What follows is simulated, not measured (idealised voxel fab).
process module | voxel self aligned vias
cross-section cut | 185 nm wide | cells 5 nm
A cross-section is a grid of square cells, given in bands from the top down. A band is one or more rows of cells.
Each band's line starts with the height of the band's top and of its bottom, in nm. Then come its materials from left to right, each with its width in nm. One material with "throughout" fills the band from edge to edge. "air" is empty space.
Height 0 is the level under which the wafer as received is all one material. The lowest band goes on downwards, as in "0 down".
A width such as "30 to 40" changes by the same amount from each row of cells to the next, from the band's top row to its bottom row.
"no change" after a step means that no cell of the cross-section changed.
closed voids: empty space of 8 cells or more with no open way to the top, each as width x height at its distance from the left edge, in nm
after a step's settings: what the simulator itself notes on the step
overlay nm, on a step with a mask: how far to the right of its planned place the mask lay; to the left if negative
plan
1 op RECEIVE | material Si
2 op CONFORMAL_DEP | material SiO2 | thk nm 15
3 op CONFORMAL_DEP | material SiCN | thk nm 5
4 op DIRECTIONAL_DEP | material lowk | thk nm 30
5 op DIRECTIONAL_DEP | material aC | thk nm 10
6 op PATTERN | tone open | mask id LINES | material resist | width nm 25 | pitch nm 55 | thk nm 30 | overlay nm 0
7 op DIRECTIONAL_ETCH | etch materials aC | depth nm 10
8 op STRIP | etch materials resist
9 op DIRECTIONAL_ETCH | etch materials lowk | depth nm 30
10 op STRIP | etch materials aC
11 op CONFORMAL_DEP | material TiN | thk nm 5
12 op FILL_DEP | material Ru | thk nm 5
13 op CMP | height nm 50
14 op SELECTIVE_ETCH | etch materials W Ru TiN | depth nm 5
15 op FILL_DEP | material SiN | thk nm 10
16 op CMP | height nm 50
17 op DIRECTIONAL_DEP | material lowk | thk nm 15
18 op PATTERN | tone open | mask id VIAS | material resist | width nm 35 | pitch nm 55 | thk nm 15 | overlay nm 0
19 op DIRECTIONAL_ETCH | etch materials lowk | depth nm 15
20 op DIRECTIONAL_ETCH | etch materials SiN | depth nm 5
21 op STRIP | etch materials resist
22 op CONFORMAL_DEP | material TiN | thk nm 5
23 op FILL_DEP | material W | thk nm 10
24 op CMP | height nm 65
25 op CONFORMAL_DEP | material SiCN | thk nm 5
as received, after step 1
  0 down: Si throughout
  closed voids: none
first wafer at the end, as planned
  70 to 65: SiCN throughout
  65 to 55: lowk 20 | TiN 5 | W 25 | TiN 5 | lowk 20 | TiN 5 | W 25 | TiN 5 | lowk 20 | TiN 5 | W 25 | TiN 5 | lowk 20
  55 to 50: lowk 20 | TiN 10 | W 15 | TiN 10 | lowk 20 | TiN 10 | W 15 | TiN 10 | lowk 20 | TiN 10 | W 15 | TiN 10 | lowk 20
  50 to 45: lowk 25 | TiN 25 | lowk 30 | TiN 25 | lowk 30 | TiN 25 | lowk 25
  45 to 25: lowk 25 | TiN 5 | Ru 15 | TiN 5 | lowk 30 | TiN 5 | Ru 15 | TiN 5 | lowk 30 | TiN 5 | Ru 15 | TiN 5 | lowk 25
  25 to 20: lowk 25 | TiN 25 | lowk 30 | TiN 25 | lowk 30 | TiN 25 | lowk 25
  20 to 15: SiCN throughout
  15 to 0: SiO2 throughout
  0 down: Si throughout
  closed voids: none
second wafer at the end: like start, like plan, one mistake
  70 to 65: SiCN throughout
  65 to 55: lowk 20 | TiN 5 | W 25 | TiN 5 | lowk 20 | TiN 5 | W 25 | TiN 5 | lowk 20 | TiN 5 | W 25 | TiN 5 | lowk 20
  55 to 50: lowk 20 | TiN 10 | W 20 | TiN 5 | lowk 20 | TiN 10 | W 20 | TiN 5 | lowk 20 | TiN 10 | W 20 | TiN 5 | lowk 20
  50 to 45: lowk 25 | TiN 30 | lowk 25 | TiN 30 | lowk 25 | TiN 30 | lowk 20
  45 to 25: lowk 25 | TiN 5 | Ru 20 | TiN 5 | lowk 25 | TiN 5 | Ru 20 | TiN 5 | lowk 25 | TiN 5 | Ru 20 | TiN 5 | lowk 20
  25 to 20: lowk 25 | TiN 30 | lowk 25 | TiN 30 | lowk 25 | TiN 30 | lowk 20
  20 to 15: SiCN throughout
  15 to 0: SiO2 throughout
  0 down: Si throughout
  closed voids: none
what went wrong: step 6 ran as: op PATTERN | tone open | mask id LINES | material resist | width nm 30 | pitch nm 55 | thk nm 30 | overlay nm 0
at the end the second wafer has, in cells: 12 more of Ru | 3 more of TiN | 3 more of W | 18 fewer of lowk
